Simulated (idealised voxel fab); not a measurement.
The document below concerns the process module designated voxel wiring stack.
Cross-sectional view cut (width: 245 nm; square cell size: 5 nm).
Bands, listed from the top down, are how a cross-section gets written in this document; the cross-section itself is a grid of square cells, and a band is one or more rows of them. For a band, the entry starts with two heights in nm, that of the top and then that of the bottom, and carries on with the band's materials in order from left to right, each alongside its width in nm; the word "edge to edge" beside a single material means it fills the band edge to edge, and "air" means empty space. Beneath 0, the wafer as received is one material, and that level is where height counting begins. The lowest band goes on downward without a bottom; it is written like "z 0 and below". You'd read "30..40" like this: the band's top row of cells is as wide as the first number, its bottom row is as wide as the second, and going down, every row changes width by the same amount as the row before did. What does "remained unchanged" mean for a step? It means no cell of the cross-section changed in that step. Reported under the label "Closed internal cavities" are the empty spaces having no open way to the top and comprising 8 cells or more; the notation for each is width x height at distance, in which the distance is measured from the left edge and all three values are in nm. It should be noted that, on the line of a given step, the content following the step's settings is a remark produced by the simulator itself with respect to that step. For masked steps, "overlay nm" on the step line gives how far right of plan the mask actually lay; a minus sign means it lay to the left. Note on reading: below, each pair holds a cross-section from before one process step and one from after it; the one from after shows only down to the lowest band that changed. Beneath the pair, the step in between is stated along with its settings. The pairs can stem from different runs of this module on the same starting wafer. Where a pair's entry headed "Pre-step condition" says so, and only there, that pair continues from the pair above it.
PRE-STEP CONDITION
* z 110 to 100 = 45 nm aC  30 nm air  30 nm aC  30 nm air  30 nm aC  30 nm air  50 nm aC
* z 100 to 95 = 45 nm SiO2  30 nm air  30 nm SiO2  30 nm air  30 nm SiO2  30 nm air  50 nm SiO2
* z 95 to 85 = 45 nm SiO2  15 nm air  15 nm aC  30 nm SiO2  30 nm aC  30 nm SiO2  15 nm air  15 nm aC  50 nm SiO2
* z 85 to 70 = 45 nm SiO2  15 nm air  105 nm SiO2  15 nm air  65 nm SiO2
* z 70 to 65 = 45 nm SiCN  15 nm air  105 nm SiCN  15 nm air  65 nm SiCN
* z 65 to 55 = 45 nm lowk  5 nm TiN  20 nm Cu  5 nm TiN  30 nm lowk  5 nm TiN  20 nm Cu  5 nm TiN  30 nm lowk  5 nm TiN  20 nm Cu  5 nm TiN  50 nm lowk
* z 55 to 50 = 45 nm lowk  5 nm TiN  5 nm Cu  20 nm TiN  30 nm lowk  30 nm TiN  30 nm lowk  5 nm TiN  5 nm Cu  20 nm TiN  50 nm lowk
* z 50 to 40 = 45 nm lowk  5 nm TiN  5 nm Cu  5 nm TiN  105 nm lowk  5 nm TiN  5 nm Cu  5 nm TiN  65 nm lowk
* z 40 to 35 = 45 nm SiCN  15 nm TiN  105 nm SiCN  15 nm TiN  65 nm SiCN
* z 35 to 30 = 45 nm SiCN  30 nm TiN  30 nm SiCN  30 nm TiN  30 nm SiCN  30 nm TiN  50 nm SiCN
* z 30 to 15 = Ru edge to edge
* z 15 to 0 = SiO2 edge to edge
* z 0 and below = Si edge to edge
* Closed internal cavities: none
CUT VIEW, POST-STEP
* z 100 to 85 = 45 nm SiO2  30 nm air  30 nm SiO2  30 nm air  30 nm SiO2  30 nm air  50 nm SiO2
* At heights below 85, the structure remains unaltered.
* Closed internal cavities: none
The structure shown above changes from one cross-section to the other through op STRIP | etch materials aC
Pre-step condition: equal to the after panel directly above.
CUT VIEW, POST-STEP
* z 105 to 100 = 50 nm TiN  20 nm air  40 nm TiN  20 nm air  40 nm TiN  20 nm air  55 nm TiN
* z 100 to 90 = 45 nm SiO2  5 nm TiN  20 nm air  5 nm TiN  30 nm SiO2  5 nm TiN  20 nm air  5 nm TiN  30 nm SiO2  5 nm TiN  20 nm air  5 nm TiN  50 nm SiO2
* z 90 to 85 = 45 nm SiO2  5 nm TiN  5 nm air  20 nm TiN  30 nm SiO2  30 nm TiN  30 nm SiO2  5 nm TiN  5 nm air  20 nm TiN  50 nm SiO2
* z 85 to 70 = 45 nm SiO2  5 nm TiN  5 nm air  5 nm TiN  105 nm SiO2  5 nm TiN  5 nm air  5 nm TiN  65 nm SiO2
* z 70 to 65 = 45 nm SiCN  15 nm TiN  105 nm SiCN  15 nm TiN  65 nm SiCN
* At heights below 65, the structure remains unaltered.
* Closed internal cavities: none
The structure shown above changes from one cross-section to the other through op CONFORMAL_DEP | material TiN | thk nm 5
Pre-step condition: equal to the after panel directly above.
CUT VIEW, POST-STEP
* z 115 to 105 = Cu edge to edge
* z 105 to 100 = 50 nm TiN  20 nm Cu  40 nm TiN  20 nm Cu  40 nm TiN  20 nm Cu  55 nm TiN
* z 100 to 90 = 45 nm SiO2  5 nm TiN  20 nm Cu  5 nm TiN  30 nm SiO2  5 nm TiN  20 nm Cu  5 nm TiN  30 nm SiO2  5 nm TiN  20 nm Cu  5 nm TiN  50 nm SiO2
* z 90 to 85 = 45 nm SiO2  5 nm TiN  5 nm Cu  20 nm TiN  30 nm SiO2  30 nm TiN  30 nm SiO2  5 nm TiN  5 nm Cu  20 nm TiN  50 nm SiO2
* z 85 to 70 = 45 nm SiO2  5 nm TiN  5 nm Cu  5 nm TiN  105 nm SiO2  5 nm TiN  5 nm Cu  5 nm TiN  65 nm SiO2
* At heights below 70, the structure remains unaltered.
* Closed internal cavities: none
The structure shown above changes from one cross-section to the other through op FILL_DEP | material Cu | thk nm 10
Pre-step condition: equal to the after panel directly above.
CUT VIEW, POST-STEP
* z 100 to 90 = 45 nm SiO2  5 nm TiN  20 nm Cu  5 nm TiN  30 nm SiO2  5 nm TiN  20 nm Cu  5 nm TiN  30 nm SiO2  5 nm TiN  20 nm Cu  5 nm TiN  50 nm SiO2
* At heights below 90, the structure remains unaltered.
* Closed internal cavities: none
The structure shown above changes from one cross-section to the other through op CMP | height nm 100
Pre-step condition: equal to the after panel directly above.
CUT VIEW, POST-STEP
* z 105 to 100 = SiCN edge to edge
* At heights below 100, the structure remains unaltered.
* Closed internal cavities: none
The structure shown above changes from one cross-section to the other through op CONFORMAL_DEP | material SiCN | thk nm 5
Pre-step condition: equal to the after panel directly above.
CUT VIEW, POST-STEP
* z 115 to 105 = lowk edge to edge
* At heights below 105, the structure remains unaltered.
* Closed internal cavities: none
The structure shown above changes from one cross-section to the other through op DIRECTIONAL_DEP | material lowk | thk nm 10
Pre-step condition: equal to the after panel directly above.
CUT VIEW, POST-STEP
* z 115 to 105 = 45 nm lowk  15 nm air  45 nm lowk  15 nm air  45 nm lowk  15 nm air  65 nm lowk
* At heights below 105, the structure remains unaltered.
* Closed internal cavities: none
The structure shown above changes from one cross-section to the other through op MASKED_ETCH | tone open | mask id PLUG_3 | width nm 15 | pitch nm 60 | etch materials lowk | depth nm 10 | overlay nm 0
Pre-step condition: equal to the after panel directly above.
CUT VIEW, POST-STEP
* z 115 to 105 = 45 nm lowk  15 nm air  45 nm lowk  15 nm air  45 nm lowk  15 nm air  65 nm lowk
* z 105 to 100 = 45 nm SiCN  15 nm air  45 nm SiCN  15 nm air  45 nm SiCN  15 nm air  65 nm SiCN
* At heights below 100, the structure remains unaltered.
* Closed internal cavities: none
The structure shown above changes from one cross-section to the other through op MASKED_ETCH | tone open | mask id PLUG_3 | width nm 15 | pitch nm 60 | etch materials SiCN | depth nm 5 | overlay nm 0
Pre-step condition: equal to the after panel directly above.
CUT VIEW, POST-STEP
* z 120 to 115 = 50 nm TiN  5 nm air  55 nm TiN  5 nm air  55 nm TiN  5 nm air  70 nm TiN
* z 115 to 105 = 45 nm lowk  5 nm TiN  5 nm air  5 nm TiN  45 nm lowk  5 nm TiN  5 nm air  5 nm TiN  45 nm lowk  5 nm TiN  5 nm air  5 nm TiN  65 nm lowk
* z 105 to 100 = 45 nm SiCN  15 nm TiN  45 nm SiCN  15 nm TiN  45 nm SiCN  15 nm TiN  65 nm SiCN
* At heights below 100, the structure remains unaltered.
* Closed internal cavities: none
The structure shown above changes from one cross-section to the other through op CONFORMAL_DEP | material TiN | thk nm 5
Pre-step condition: equal to the after panel directly above.
CUT VIEW, POST-STEP
* z 125 to 120 = Cu edge to edge
* z 120 to 115 = 50 nm TiN  5 nm Cu  55 nm TiN  5 nm Cu  55 nm TiN  5 nm Cu  70 nm TiN
* z 115 to 105 = 45 nm lowk  5 nm TiN  5 nm Cu  5 nm TiN  45 nm lowk  5 nm TiN  5 nm Cu  5 nm TiN  45 nm lowk  5 nm TiN  5 nm Cu  5 nm TiN  65 nm lowk
* At heights below 105, the structure remains unaltered.
* Closed internal cavities: none
The structure shown above changes from one cross-section to the other through op FILL_DEP | material Cu | thk nm 5
Pre-step condition: equal to the after panel directly above.
CUT VIEW, POST-STEP
* z 115 to 105 = 45 nm lowk  5 nm TiN  5 nm Cu  5 nm TiN  45 nm lowk  5 nm TiN  5 nm Cu  5 nm TiN  45 nm lowk  5 nm TiN  5 nm Cu  5 nm TiN  65 nm lowk
* At heights below 105, the structure remains unaltered.
* Closed internal cavities: none
The structure shown above changes from one cross-section to the other through op CMP | height nm 115
Pre-step condition: equal to the after panel directly above.
CUT VIEW, POST-STEP
* z 120 to 115 = SiN edge to edge
* At heights below 115, the structure remains unaltered.
* Closed internal cavities: none
The structure shown above changes from one cross-section to the other through op CONFORMAL_DEP | material SiN | thk nm 5
Pre-step condition: equal to the after panel directly above.
CUT VIEW, POST-STEP
* z 145 to 120 = SiO2 edge to edge
* At heights below 120, the structure remains unaltered.
* Closed internal cavities: none
The structure shown above changes from one cross-section to the other through op DIRECTIONAL_DEP | material SiO2 | thk nm 25
Pre-step condition: equal to the after panel directly above.
CUT VIEW, POST-STEP
* z 160 to 145 = 45 nm resist  30 nm air  30 nm resist  30 nm air  30 nm resist  30 nm air  50 nm resist
* At heights below 145, the structure remains unaltered.
* Closed internal cavities: none
The structure shown above changes from one cross-section to the other through op PATTERN | tone open | mask id METAL_4 | material resist | width nm 30 | pitch nm 60 | thk nm 15 | overlay nm 0
Pre-step condition: equal to the after panel directly above.
CUT VIEW, POST-STEP
* z 160 to 145 = 45 nm resist  30 nm air  30 nm resist  30 nm air  30 nm resist  30 nm air  50 nm resist
* z 145 to 120 = 45 nm SiO2  30 nm air  30 nm SiO2  30 nm air  30 nm SiO2  30 nm air  50 nm SiO2
* At heights below 120, the structure remains unaltered.
* Closed internal cavities: none
The structure shown above changes from one cross-section to the other through op DIRECTIONAL_ETCH | etch materials SiO2 | depth nm 25
Pre-step condition: equal to the after panel directly above.
CUT VIEW, POST-STEP
* z 160 to 145 = 45 nm resist  30 nm air  30 nm resist  30 nm air  30 nm resist  30 nm air  50 nm resist
* z 145 to 120 = 45 nm SiO2  30 nm air  30 nm SiO2  30 nm air  30 nm SiO2  30 nm air  50 nm SiO2
* z 120 to 115 = 45 nm SiN  30 nm air  30 nm SiN  30 nm air  30 nm SiN  30 nm air  50 nm SiN
* At heights below 115, the structure remains unaltered.
* Closed internal cavities: none
The structure shown above changes from one cross-section to the other through op DIRECTIONAL_ETCH | etch materials SiN | depth nm 5
Pre-step condition: equal to the after panel directly above.
CUT VIEW, POST-STEP
* z 145 to 120 = 45 nm SiO2  30 nm air  30 nm SiO2  30 nm air  30 nm SiO2  30 nm air  50 nm SiO2
* At heights below 120, the structure remains unaltered.
* Closed internal cavities: none
The structure shown above changes from one cross-section to the other through op STRIP | etch materials resist
Pre-step condition: equal to the after panel directly above.
CUT VIEW, POST-STEP
* z 150 to 145 = 50 nm TiN  20 nm air  40 nm TiN  20 nm air  40 nm TiN  20 nm air  55 nm TiN
* z 145 to 120 = 45 nm SiO2  5 nm TiN  20 nm air  5 nm TiN  30 nm SiO2  5 nm TiN  20 nm air  5 nm TiN  30 nm SiO2  5 nm TiN  20 nm air  5 nm TiN  50 nm SiO2
* z 120 to 115 = 45 nm SiN  30 nm TiN  30 nm SiN  30 nm TiN  30 nm SiN  30 nm TiN  50 nm SiN
* At heights below 115, the structure remains unaltered.
* Closed internal cavities: none
The structure shown above changes from one cross-section to the other through op CONFORMAL_DEP | material TiN | thk nm 5
Pre-step condition: equal to the after panel directly above.
CUT VIEW, POST-STEP
* z 160 to 150 = W edge to edge
* z 150 to 145 = 50 nm TiN  20 nm W  40 nm TiN  20 nm W  40 nm TiN  20 nm W  55 nm TiN
* z 145 to 120 = 45 nm SiO2  5 nm TiN  20 nm W  5 nm TiN  30 nm SiO2  5 nm TiN  20 nm W  5 nm TiN  30 nm SiO2  5 nm TiN  20 nm W  5 nm TiN  50 nm SiO2
* At heights below 120, the structure remains unaltered.
* Closed internal cavities: none
The structure shown above changes from one cross-section to the other through op FILL_DEP | material W | thk nm 10
Pre-step condition: equal to the after panel directly above.
CUT VIEW, POST-STEP
* z 145 to 120 = 45 nm SiO2  5 nm TiN  20 nm W  5 nm TiN  30 nm SiO2  5 nm TiN  20 nm W  5 nm TiN  30 nm SiO2  5 nm TiN  20 nm W  5 nm TiN  50 nm SiO2
* At heights below 120, the structure remains unaltered.
* Closed internal cavities: none
The structure shown above changes from one cross-section to the other through op CMP | height nm 145
Pre-step condition: equal to the after panel directly above.
CUT VIEW, POST-STEP
* z 150 to 145 = 40 nm air  40 nm Ru  20 nm air  40 nm Ru  20 nm air  40 nm Ru  45 nm air
* At heights below 145, the structure remains unaltered.
* Closed internal cavities: none
The structure shown above changes from one cross-section to the other through op EPI | material Ru | thk nm 5
Pre-step condition: equal to the after panel directly above.
CUT VIEW, POST-STEP
* z 155 to 150 = SiCN edge to edge
* z 150 to 145 = 40 nm SiCN  40 nm Ru  20 nm SiCN  40 nm Ru  20 nm SiCN  40 nm Ru  45 nm SiCN
* At heights below 145, the structure remains unaltered.
* Closed internal cavities: none
The structure shown above changes from one cross-section to the other through op FILL_DEP | material SiCN | thk nm 5
PRE-STEP CONDITION
* z 75 to 70 = Cu edge to edge
* z 70 to 65 = 50 nm TiN  20 nm Cu  40 nm TiN  20 nm Cu  40 nm TiN  20 nm Cu  55 nm TiN
* z 65 to 55 = 45 nm lowk  5 nm TiN  20 nm Cu  5 nm TiN  30 nm lowk  5 nm TiN  20 nm Cu  5 nm TiN  30 nm lowk  5 nm TiN  20 nm Cu  5 nm TiN  50 nm lowk
* z 55 to 50 = 45 nm lowk  5 nm TiN  5 nm Cu  20 nm TiN  30 nm lowk  30 nm TiN  30 nm lowk  5 nm TiN  5 nm Cu  20 nm TiN  50 nm lowk
* z 50 to 40 = 45 nm lowk  5 nm TiN  5 nm Cu  5 nm TiN  105 nm lowk  5 nm TiN  5 nm Cu  5 nm TiN  65 nm lowk
* z 40 to 35 = 45 nm SiCN  15 nm TiN  105 nm SiCN  15 nm TiN  65 nm SiCN
* z 35 to 20 = 40 nm SiO2  5 nm SiCN  30 nm Ru  5 nm SiCN  20 nm SiO2  5 nm SiCN  30 nm Ru  5 nm SiCN  20 nm SiO2  5 nm SiCN  30 nm Ru  5 nm SiCN  45 nm SiO2
* z 20 to 15 = 45 nm SiCN  30 nm TiN  30 nm SiCN  30 nm TiN  30 nm SiCN  30 nm TiN  50 nm SiCN
* z 15 to 0 = SiO2 edge to edge
* z 0 and below = Si edge to edge
* Closed internal cavities: none
CUT VIEW, POST-STEP
* z 70 to 65 = 50 nm TiN  20 nm Cu  40 nm TiN  20 nm Cu  40 nm TiN  20 nm Cu  55 nm TiN
* At heights below 65, the structure remains unaltered.
* Closed internal cavities: none
The structure shown above changes from one cross-section to the other through op CMP | height nm 70
Pre-step condition: equal to the after panel directly above.
CUT VIEW, POST-STEP
* z 75 to 70 = SiCN edge to edge
* At heights below 70, the structure remains unaltered.
* Closed internal cavities: none
The structure shown above changes from one cross-section to the other through op CONFORMAL_DEP | material SiCN | thk nm 5
Pre-step condition: equal to the after panel directly above.
CUT VIEW, POST-STEP
* z 105 to 75 = SiO2 edge to edge
* At heights below 75, the structure remains unaltered.
* Closed internal cavities: none
The structure shown above changes from one cross-section to the other through op DIRECTIONAL_DEP | material SiO2 | thk nm 30
Pre-step condition: equal to the after panel directly above.
CUT VIEW, POST-STEP
* z 105 to 90 = 45 nm SiO2  30 nm air  30 nm SiO2  30 nm air  30 nm SiO2  30 nm air  50 nm SiO2
* At heights below 90, the structure remains unaltered.
* Closed internal cavities: none
The structure shown above changes from one cross-section to the other through op MASKED_ETCH | tone open | mask id METAL_3 | width nm 30 | pitch nm 60 | etch materials SiO2 | depth nm 15 | overlay nm 0
Pre-step condition: equal to the after panel directly above.
CUT VIEW, POST-STEP
* z 115 to 105 = 45 nm aC  30 nm air  30 nm aC  30 nm air  30 nm aC  30 nm air  50 nm aC
* z 105 to 100 = 45 nm SiO2  30 nm air  30 nm SiO2  30 nm air  30 nm SiO2  30 nm air  50 nm SiO2
* z 100 to 90 = 45 nm SiO2  30 nm aC  30 nm SiO2  30 nm aC  30 nm SiO2  30 nm aC  50 nm SiO2
* At heights below 90, the structure remains unaltered.
* Closed internal cavities: none
The structure shown above changes from one cross-section to the other through op DIRECTIONAL_DEP | material aC | thk nm 10
Pre-step condition: equal to the after panel directly above.
CUT VIEW, POST-STEP
* z 140 to 115 = 45 nm resist  15 nm air  105 nm resist  15 nm air  65 nm resist
* z 115 to 105 = 45 nm aC  15 nm air  15 nm resist  30 nm aC  30 nm resist  30 nm aC  15 nm air  15 nm resist  50 nm aC
* z 105 to 100 = 45 nm SiO2  15 nm air  15 nm resist  30 nm SiO2  30 nm resist  30 nm SiO2  15 nm air  15 nm resist  50 nm SiO2
* At heights below 100, the structure remains unaltered.
* Closed internal cavities: none
The structure shown above changes from one cross-section to the other through op PATTERN | tone open | mask id METAL_3_HOLES | material resist | width nm 15 | pitch nm 120 | thk nm 25 | overlay nm 0
Pre-step condition: equal to the after panel directly above.
CUT VIEW, POST-STEP
* z 130 to 115 = 45 nm resist  15 nm air  105 nm resist  15 nm air  65 nm resist
* z 115 to 105 = 45 nm aC  15 nm air  15 nm resist  30 nm aC  30 nm resist  30 nm aC  15 nm air  15 nm resist  50 nm aC
* z 105 to 100 = 45 nm SiO2  15 nm air  15 nm resist  30 nm SiO2  30 nm resist  30 nm SiO2  15 nm air  15 nm resist  50 nm SiO2
* z 100 to 90 = 45 nm SiO2  15 nm air  15 nm aC  30 nm SiO2  30 nm aC  30 nm SiO2  15 nm air  15 nm aC  50 nm SiO2
* At heights below 90, the structure remains unaltered.
* Closed internal cavities: none
The structure shown above changes from one cross-section to the other through op DIRECTIONAL_ETCH | etch materials aC | depth nm 10
Pre-step condition: equal to the after panel directly above.
CUT VIEW, POST-STEP
* z 115 to 105 = 45 nm aC  30 nm air  30 nm aC  30 nm air  30 nm aC  30 nm air  50 nm aC
* z 105 to 100 = 45 nm SiO2  30 nm air  30 nm SiO2  30 nm air  30 nm SiO2  30 nm air  50 nm SiO2
* At heights below 100, the structure remains unaltered.
* Closed internal cavities: none
The structure shown above changes from one cross-section to the other through op STRIP | etch materials resist
Pre-step condition: equal to the after panel directly above.
CUT VIEW, POST-STEP
* z 115 to 105 = 45 nm aC  30 nm air  30 nm aC  30 nm air  30 nm aC  30 nm air  50 nm aC
* z 105 to 100 = 45 nm SiO2  30 nm air  30 nm SiO2  30 nm air  30 nm SiO2  30 nm air  50 nm SiO2
* z 100 to 90 = 45 nm SiO2  15 nm air  15 nm aC  30 nm SiO2  30 nm aC  30 nm SiO2  15 nm air  15 nm aC  50 nm SiO2
* z 90 to 75 = 45 nm SiO2  15 nm air  105 nm SiO2  15 nm air  65 nm SiO2
* At heights below 75, the structure remains unaltered.
* Closed internal cavities: none
The structure shown above changes from one cross-section to the other through op DIRECTIONAL_ETCH | etch materials SiO2 | depth nm 15
Pre-step condition: equal to the after panel directly above.
CUT VIEW, POST-STEP
* z 115 to 105 = 45 nm aC  30 nm air  30 nm aC  30 nm air  30 nm aC  30 nm air  50 nm aC
* z 105 to 100 = 45 nm SiO2  30 nm air  30 nm SiO2  30 nm air  30 nm SiO2  30 nm air  50 nm SiO2
* z 100 to 90 = 45 nm SiO2  15 nm air  15 nm aC  30 nm SiO2  30 nm aC  30 nm SiO2  15 nm air  15 nm aC  50 nm SiO2
* z 90 to 75 = 45 nm SiO2  15 nm air  105 nm SiO2  15 nm air  65 nm SiO2
* z 75 to 70 = 45 nm SiCN  15 nm air  105 nm SiCN  15 nm air  65 nm SiCN
* At heights below 70, the structure remains unaltered.
* Closed internal cavities: none
The structure shown above changes from one cross-section to the other through op DIRECTIONAL_ETCH | etch materials SiCN | depth nm 5
Pre-step condition: equal to the after panel directly above.
CUT VIEW, POST-STEP
* z 105 to 90 = 45 nm SiO2  30 nm air  30 nm SiO2  30 nm air  30 nm SiO2  30 nm air  50 nm SiO2
* At heights below 90, the structure remains unaltered.
* Closed internal cavities: none
The structure shown above changes from one cross-section to the other through op STRIP | etch materials aC
Pre-step condition: equal to the after panel directly above.
CUT VIEW, POST-STEP
* z 110 to 105 = 50 nm TiN  20 nm air  40 nm TiN  20 nm air  40 nm TiN  20 nm air  55 nm TiN
* z 105 to 95 = 45 nm SiO2  5 nm TiN  20 nm air  5 nm TiN  30 nm SiO2  5 nm TiN  20 nm air  5 nm TiN  30 nm SiO2  5 nm TiN  20 nm air  5 nm TiN  50 nm SiO2
* z 95 to 90 = 45 nm SiO2  5 nm TiN  5 nm air  20 nm TiN  30 nm SiO2  30 nm TiN  30 nm SiO2  5 nm TiN  5 nm air  20 nm TiN  50 nm SiO2
* z 90 to 75 = 45 nm SiO2  5 nm TiN  5 nm air  5 nm TiN  105 nm SiO2  5 nm TiN  5 nm air  5 nm TiN  65 nm SiO2
* z 75 to 70 = 45 nm SiCN  15 nm TiN  105 nm SiCN  15 nm TiN  65 nm SiCN
* At heights below 70, the structure remains unaltered.
* Closed internal cavities: none
The structure shown above changes from one cross-section to the other through op CONFORMAL_DEP | material TiN | thk nm 5
Pre-step condition: equal to the after panel directly above.
CUT VIEW, POST-STEP
* z 120 to 110 = Cu edge to edge
* z 110 to 105 = 50 nm TiN  20 nm Cu  40 nm TiN  20 nm Cu  40 nm TiN  20 nm Cu  55 nm TiN
* z 105 to 95 = 45 nm SiO2  5 nm TiN  20 nm Cu  5 nm TiN  30 nm SiO2  5 nm TiN  20 nm Cu  5 nm TiN  30 nm SiO2  5 nm TiN  20 nm Cu  5 nm TiN  50 nm SiO2
* z 95 to 90 = 45 nm SiO2  5 nm TiN  5 nm Cu  20 nm TiN  30 nm SiO2  30 nm TiN  30 nm SiO2  5 nm TiN  5 nm Cu  20 nm TiN  50 nm SiO2
* z 90 to 75 = 45 nm SiO2  5 nm TiN  5 nm Cu  5 nm TiN  105 nm SiO2  5 nm TiN  5 nm Cu  5 nm TiN  65 nm SiO2
* At heights below 75, the structure remains unaltered.
* Closed internal cavities: none
The structure shown above changes from one cross-section to the other through op FILL_DEP | material Cu | thk nm 10
Pre-step condition: equal to the after panel directly above.
CUT VIEW, POST-STEP
* z 100 to 95 = 45 nm SiO2  5 nm TiN  20 nm Cu  5 nm TiN  30 nm SiO2  5 nm TiN  20 nm Cu  5 nm TiN  30 nm SiO2  5 nm TiN  20 nm Cu  5 nm TiN  50 nm SiO2
* At heights below 95, the structure remains unaltered.
* Closed internal cavities: none
The structure shown above changes from one cross-section to the other through op CMP | height nm 100
Pre-step condition: equal to the after panel directly above.
CUT VIEW, POST-STEP
* z 105 to 100 = SiCN edge to edge
* At heights below 100, the structure remains unaltered.
* Closed internal cavities: none
The structure shown above changes from one cross-section to the other through op CONFORMAL_DEP | material SiCN | thk nm 5
Pre-step condition: equal to the after panel directly above.
CUT VIEW, POST-STEP
* z 115 to 105 = lowk edge to edge
* At heights below 105, the structure remains unaltered.
* Closed internal cavities: none
The structure shown above changes from one cross-section to the other through op DIRECTIONAL_DEP | material lowk | thk nm 10
Pre-step condition: equal to the after panel directly above.
CUT VIEW, POST-STEP
* z 115 to 105 = 45 nm lowk  15 nm air  45 nm lowk  15 nm air  45 nm lowk  15 nm air  65 nm lowk
* At heights below 105, the structure remains unaltered.
* Closed internal cavities: none
The structure shown above changes from one cross-section to the other through op MASKED_ETCH | tone open | mask id PLUG_3 | width nm 15 | pitch nm 60 | etch materials lowk | depth nm 10 | overlay nm 0
Pre-step condition: equal to the after panel directly above.
CUT VIEW, POST-STEP
* z 115 to 105 = 45 nm lowk  15 nm air  45 nm lowk  15 nm air  45 nm lowk  15 nm air  65 nm lowk
* z 105 to 100 = 45 nm SiCN  15 nm air  45 nm SiCN  15 nm air  45 nm SiCN  15 nm air  65 nm SiCN
* At heights below 100, the structure remains unaltered.
* Closed internal cavities: none
The structure shown above changes from one cross-section to the other through op MASKED_ETCH | tone open | mask id PLUG_3 | width nm 15 | pitch nm 60 | etch materials SiCN | depth nm 5 | overlay nm 0
Pre-step condition: equal to the after panel directly above.
CUT VIEW, POST-STEP
* z 120 to 115 = 50 nm TiN  5 nm air  55 nm TiN  5 nm air  55 nm TiN  5 nm air  70 nm TiN
* z 115 to 105 = 45 nm lowk  5 nm TiN  5 nm air  5 nm TiN  45 nm lowk  5 nm TiN  5 nm air  5 nm TiN  45 nm lowk  5 nm TiN  5 nm air  5 nm TiN  65 nm lowk
* z 105 to 100 = 45 nm SiCN  15 nm TiN  45 nm SiCN  15 nm TiN  45 nm SiCN  15 nm TiN  65 nm SiCN
* At heights below 100, the structure remains unaltered.
* Closed internal cavities: none
The structure shown above changes from one cross-section to the other through op CONFORMAL_DEP | material TiN | thk nm 5
Pre-step condition: equal to the after panel directly above.
CUT VIEW, POST-STEP
* z 125 to 120 = Cu edge to edge
* z 120 to 115 = 50 nm TiN  5 nm Cu  55 nm TiN  5 nm Cu  55 nm TiN  5 nm Cu  70 nm TiN
* z 115 to 105 = 45 nm lowk  5 nm TiN  5 nm Cu  5 nm TiN  45 nm lowk  5 nm TiN  5 nm Cu  5 nm TiN  45 nm lowk  5 nm TiN  5 nm Cu  5 nm TiN  65 nm lowk
* At heights below 105, the structure remains unaltered.
* Closed internal cavities: none
The structure shown above changes from one cross-section to the other through op FILL_DEP | material Cu | thk nm 5
Pre-step condition: equal to the after panel directly above.
CUT VIEW, POST-STEP
* z 115 to 105 = 45 nm lowk  5 nm TiN  5 nm Cu  5 nm TiN  45 nm lowk  5 nm TiN  5 nm Cu  5 nm TiN  45 nm lowk  5 nm TiN  5 nm Cu  5 nm TiN  65 nm lowk
* At heights below 105, the structure remains unaltered.
* Closed internal cavities: none
The structure shown above changes from one cross-section to the other through op CMP | height nm 115
Pre-step condition: equal to the after panel directly above.
CUT VIEW, POST-STEP
* z 120 to 115 = SiN edge to edge
* At heights below 115, the structure remains unaltered.
* Closed internal cavities: none
The structure shown above changes from one cross-section to the other through op CONFORMAL_DEP | material SiN | thk nm 5
Pre-step condition: equal to the after panel directly above.
CUT VIEW, POST-STEP
* z 145 to 120 = SiO2 edge to edge
* At heights below 120, the structure remains unaltered.
* Closed internal cavities: none
The structure shown above changes from one cross-section to the other through op DIRECTIONAL_DEP | material SiO2 | thk nm 25
Pre-step condition: equal to the after panel directly above.
CUT VIEW, POST-STEP
* z 160 to 145 = 45 nm resist  30 nm air  30 nm resist  30 nm air  30 nm resist  30 nm air  50 nm resist
* At heights below 145, the structure remains unaltered.
* Closed internal cavities: none
The structure shown above changes from one cross-section to the other through op PATTERN | tone open | mask id METAL_4 | material resist | width nm 30 | pitch nm 60 | thk nm 15 | overlay nm 0
Pre-step condition: equal to the after panel directly above.
CUT VIEW, POST-STEP
* z 160 to 145 = 45 nm resist  30 nm air  30 nm resist  30 nm air  30 nm resist  30 nm air  50 nm resist
* z 145 to 120 = 45 nm SiO2  30 nm air  30 nm SiO2  30 nm air  30 nm SiO2  30 nm air  50 nm SiO2
* At heights below 120, the structure remains unaltered.
* Closed internal cavities: none
The structure shown above changes from one cross-section to the other through op DIRECTIONAL_ETCH | etch materials SiO2 | depth nm 25
Pre-step condition: equal to the after panel directly above.
CUT VIEW, POST-STEP
* z 160 to 145 = 45 nm resist  30 nm air  30 nm resist  30 nm air  30 nm resist  30 nm air  50 nm resist
* z 145 to 120 = 45 nm SiO2  30 nm air  30 nm SiO2  30 nm air  30 nm SiO2  30 nm air  50 nm SiO2
* z 120 to 115 = 45 nm SiN  30 nm air  30 nm SiN  30 nm air  30 nm SiN  30 nm air  50 nm SiN
* At heights below 115, the structure remains unaltered.
* Closed internal cavities: none
The structure shown above changes from one cross-section to the other through op DIRECTIONAL_ETCH | etch materials SiN | depth nm 5
Pre-step condition: equal to the after panel directly above.
CUT VIEW, POST-STEP
* z 145 to 120 = 45 nm SiO2  30 nm air  30 nm SiO2  30 nm air  30 nm SiO2  30 nm air  50 nm SiO2
* At heights below 120, the structure remains unaltered.
* Closed internal cavities: none
The structure shown above changes from one cross-section to the other through op STRIP | etch materials resist
Pre-step condition: equal to the after panel directly above.
CUT VIEW, POST-STEP
* z 150 to 145 = 50 nm TiN  20 nm air  40 nm TiN  20 nm air  40 nm TiN  20 nm air  55 nm TiN
* z 145 to 120 = 45 nm SiO2  5 nm TiN  20 nm air  5 nm TiN  30 nm SiO2  5 nm TiN  20 nm air  5 nm TiN  30 nm SiO2  5 nm TiN  20 nm air  5 nm TiN  50 nm SiO2
* z 120 to 115 = 45 nm SiN  30 nm TiN  30 nm SiN  30 nm TiN  30 nm SiN  30 nm TiN  50 nm SiN
* At heights below 115, the structure remains unaltered.
* Closed internal cavities: none
The structure shown above changes from one cross-section to the other through op CONFORMAL_DEP | material TiN | thk nm 5
Pre-step condition: equal to the after panel directly above.
CUT VIEW, POST-STEP
* z 160 to 150 = W edge to edge
* z 150 to 145 = 50 nm TiN  20 nm W  40 nm TiN  20 nm W  40 nm TiN  20 nm W  55 nm TiN
* z 145 to 120 = 45 nm SiO2  5 nm TiN  20 nm W  5 nm TiN  30 nm SiO2  5 nm TiN  20 nm W  5 nm TiN  30 nm SiO2  5 nm TiN  20 nm W  5 nm TiN  50 nm SiO2
* At heights below 120, the structure remains unaltered.
* Closed internal cavities: none
The structure shown above changes from one cross-section to the other through op FILL_DEP | material W | thk nm 10
Pre-step condition: equal to the after panel directly above.
CUT VIEW, POST-STEP
* z 145 to 120 = 45 nm SiO2  5 nm TiN  20 nm W  5 nm TiN  30 nm SiO2  5 nm TiN  20 nm W  5 nm TiN  30 nm SiO2  5 nm TiN  20 nm W  5 nm TiN  50 nm SiO2
* At heights below 120, the structure remains unaltered.
* Closed internal cavities: none
The structure shown above changes from one cross-section to the other through op CMP | height nm 145
